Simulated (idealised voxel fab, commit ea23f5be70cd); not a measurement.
The process module presented herein is designated voxel trench capacitor.
260 nm wide, 5 nm square cells: that's cross-section cut.
Reading order for cross-sections: top band down to bottom band. Underlying form: a grid of square cells. Band size: one or more rows of cells.
Top, bottom (nm), then materials left to right with widths (nm); lone material tagged "full width" fills the whole band edge to edge; "air" = empty space.
Below 0: as-received wafer, all one material; heights counted from there. Lowest band: no bottom, goes on down, written "0 and below".
So if you see something like "30..40" for the width, read it as the top row of the band sitting at the first number and the bottom row at the second, with every row in between moving by the same amount as the last.
You'll sometimes find "identical to before" written for a step, and that's the way of saying that nowhere in the cross-section did a cell change during that step.
Each empty space that has no open way to the top and spans at least 8 cells appears under "Closed void listing" as width x height at distance, the distance counted from the left edge, all in nm.
On each step's line, the part that comes after the settings is the simulator's own comment on the step.
Regarding "overlay nm": on a step with a mask, it is the distance the mask lay to the right of its planned place; a negative value places it to the left.
### Process steps - plan
1) RECEIVE (material Si)
2) CONFORMAL_DEP (material SiN; thk nm 10)
3) DIRECTIONAL_DEP (material aC; thk nm 15)
4) PATTERN (tone open; mask id TRENCH; material resist; width nm 30; pitch nm 55; thk nm 30; overlay nm 0)
5) DIRECTIONAL_ETCH (etch materials aC; depth nm 15)
6) STRIP (etch materials resist)
7) DIRECTIONAL_ETCH (etch materials SiN; depth nm 10)
8) DIRECTIONAL_ETCH (etch materials Si; depth nm 30)
9) STRIP (etch materials aC)
10) CONFORMAL_DEP (material HfO2; thk nm 5)
11) CONFORMAL_DEP (material TiN; thk nm 5)
12) FILL_DEP (material W; thk nm 10)
13) CMP (height nm 10)
### Cross-section, incoming material, after step 1
    0 and below: Si full width
    Closed void listing: none
### Here's the cross-section of the first of our two wafers at the end of the module - it ran as planned
    10 down to 0: 30 nm SiN, then 5 nm HfO2, then 5 nm TiN, then 10 nm W, then 5 nm TiN, then 5 nm HfO2, then 25 nm SiN, then 5 nm HfO2, then 5 nm TiN, then 10 nm W, then 5 nm TiN, then 5 nm HfO2, then 25 nm SiN, then 5 nm HfO2, then 5 nm TiN, then 10 nm W, then 5 nm TiN, then 5 nm HfO2, then 25 nm SiN, then 5 nm HfO2, then 5 nm TiN, then 10 nm W, then 5 nm TiN, then 5 nm HfO2, then 35 nm SiN
    0 down to -20: 30 nm Si, then 5 nm HfO2, then 5 nm TiN, then 10 nm W, then 5 nm TiN, then 5 nm HfO2, then 25 nm Si, then 5 nm HfO2, then 5 nm TiN, then 10 nm W, then 5 nm TiN, then 5 nm HfO2, then 25 nm Si, then 5 nm HfO2, then 5 nm TiN, then 10 nm W, then 5 nm TiN, then 5 nm HfO2, then 25 nm Si, then 5 nm HfO2, then 5 nm TiN, then 10 nm W, then 5 nm TiN, then 5 nm HfO2, then 35 nm Si
    -20 down to -25: 30 nm Si, then 5 nm HfO2, then 20 nm TiN, then 5 nm HfO2, then 25 nm Si, then 5 nm HfO2, then 20 nm TiN, then 5 nm HfO2, then 25 nm Si, then 5 nm HfO2, then 20 nm TiN, then 5 nm HfO2, then 25 nm Si, then 5 nm HfO2, then 20 nm TiN, then 5 nm HfO2, then 35 nm Si
    -25 down to -30: 30 nm Si, then 30 nm HfO2, then 25 nm Si, then 30 nm HfO2, then 25 nm Si, then 30 nm HfO2, then 25 nm Si, then 30 nm HfO2, then 35 nm Si
    -30 and below: Si full width
    Closed void listing: none
### The second wafer, shown in cross-section after the module: started the same way as the first and given the same plan, yet one mistake crept into how it was run
    10 down to 0: 35 nm SiN, then 5 nm HfO2, then 10 nm TiN, then 5 nm HfO2, then 35 nm SiN, then 5 nm HfO2, then 10 nm TiN, then 5 nm HfO2, then 35 nm SiN, then 5 nm HfO2, then 10 nm TiN, then 5 nm HfO2, then 35 nm SiN, then 5 nm HfO2, then 10 nm TiN, then 5 nm HfO2, then 40 nm SiN
    0 down to -25: 35 nm Si, then 5 nm HfO2, then 10 nm TiN, then 5 nm HfO2, then 35 nm Si, then 5 nm HfO2, then 10 nm TiN, then 5 nm HfO2, then 35 nm Si, then 5 nm HfO2, then 10 nm TiN, then 5 nm HfO2, then 35 nm Si, then 5 nm HfO2, then 10 nm TiN, then 5 nm HfO2, then 40 nm Si
    -25 down to -30: 35 nm Si, then 20 nm HfO2, then 35 nm Si, then 20 nm HfO2, then 35 nm Si, then 20 nm HfO2, then 35 nm Si, then 20 nm HfO2, then 40 nm Si
    -30 and below: Si full width
    Closed void listing: none
Plan not followed: step 4 was not run as planned; what actually ran was PATTERN (tone open; mask id TRENCH; material resist; width nm 20; pitch nm 55; thk nm 30; overlay nm 0)
Count the cells at the end and the second wafer has more or fewer of some materials than the first: HfO2: 8 fewer, Si: 48 more, SiN: 16 more, TiN: 8 fewer, W: 48 fewer
